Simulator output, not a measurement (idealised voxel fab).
Process module name: voxel released beams
Pictured: cross-section cut, 160 nm wide, on a grid of 5 nm square cells.
A cross-section is written here as square cells arranged in a grid, and it is given in bands from the top down, each band taking up one or more rows of cells.
A band entry consists of two parts. The first gives the height of the band's top and the height of its bottom, in nm. The rest lists the band's materials from left to right, each with its width in nm. A single material labelled with the word "all across" fills the band from edge to edge, and the word "blank" marks empty space.
It should be noted that heights are counted from 0, beneath which the wafer as supplied is of one material throughout, and that the lowest band possesses no lower boundary but continues downward, as written in "0 nm and below".
Top row gets the first number, bottom row gets the second, and each row in between changes by the same step: that is how a band width like "30->40" works.
It should be understood that the words "all unchanged", when stated for a given step, signify that the cross-section underwent no change in any of its cells during that step.
In the "Trapped void list" entry, you get each enclosed empty space of 8 cells or more, one with no open way to the top, written width x height at distance, distance from the left edge, in nm.
Heads up: the bit after the settings on a step's line is the simulator's remark on that step.
Regarding "overlay nm": on a step with a mask, it is the distance the mask lay to the right of its planned place; a negative value places it to the left.

This section lists the process steps that were planned:
step 1: op RECEIVE | material Si
step 2: op CONFORMAL_DEP | material SiN | thk nm 10
step 3: op DIRECTIONAL_DEP | material SiO2 | thk nm 15
step 4: op PATTERN | tone open | mask id ANCHOR | material resist | width nm 40 | thk nm 20 | overlay nm -15
step 5: op DIRECTIONAL_ETCH | etch materials SiO2 | depth nm 15
step 6: op STRIP | etch materials resist
step 7: op CONFORMAL_DEP | material TiN | thk nm 15
step 8: op PATTERN | tone cover | mask id BEAM | material resist | width nm 90 | thk nm 15 | overlay nm 0
step 9: op DIRECTIONAL_ETCH | etch materials TiN | depth nm 15
step 10: op STRIP | etch materials resist
step 11: op STRIP | etch materials SiO2
Wafers differ in overlay nm at step 4; plan lists the first wafer's value; identical starting state.

Here's the first of the wafers in cross-section, just as we got it, i.e. after step 1:
0 nm and below | Si all across
Trapped void list: none

First of several wafers in cross-section at module end, following the final step, step 11:
40 nm to 25 nm | 30 of blank | 5 of TiN | 10 of blank | 75 of TiN | 40 of blank
25 nm to 10 nm | 20 of blank | 40 of TiN | 100 of blank
10 nm to 0 nm | SiN all across
0 nm and below | Si all across
Trapped void list: none

Cross-sectional view of the final wafer of several at the module's end:
40 nm to 25 nm | 30 of blank | 35 of TiN | 10 of blank | 45 of TiN | 40 of blank
25 nm to 10 nm | 50 of blank | 40 of TiN | 70 of blank
10 nm to 0 nm | SiN all across
0 nm and below | Si all across
Trapped void list: none

Note: the following table is arranged by wafer, a row apiece. Each row reports the end-of-module state: per material, cells gained (+) or cells lost (-) compared with the wafer as received; closed voids follow:
overlay nm -15; +64 SiN; +72 TiN; Trapped void list: none
overlay nm -10; +64 SiN; +72 TiN; Trapped void list: none
overlay nm -5; +64 SiN; +72 TiN; Trapped void list: none
overlay nm 0; +64 SiN; +72 TiN; Trapped void list: none
overlay nm 5; +64 SiN; +72 TiN; Trapped void list: none
overlay nm 10; +64 SiN; +72 TiN; Trapped void list: none
overlay nm 15; +64 SiN; +72 TiN; Trapped void list: none
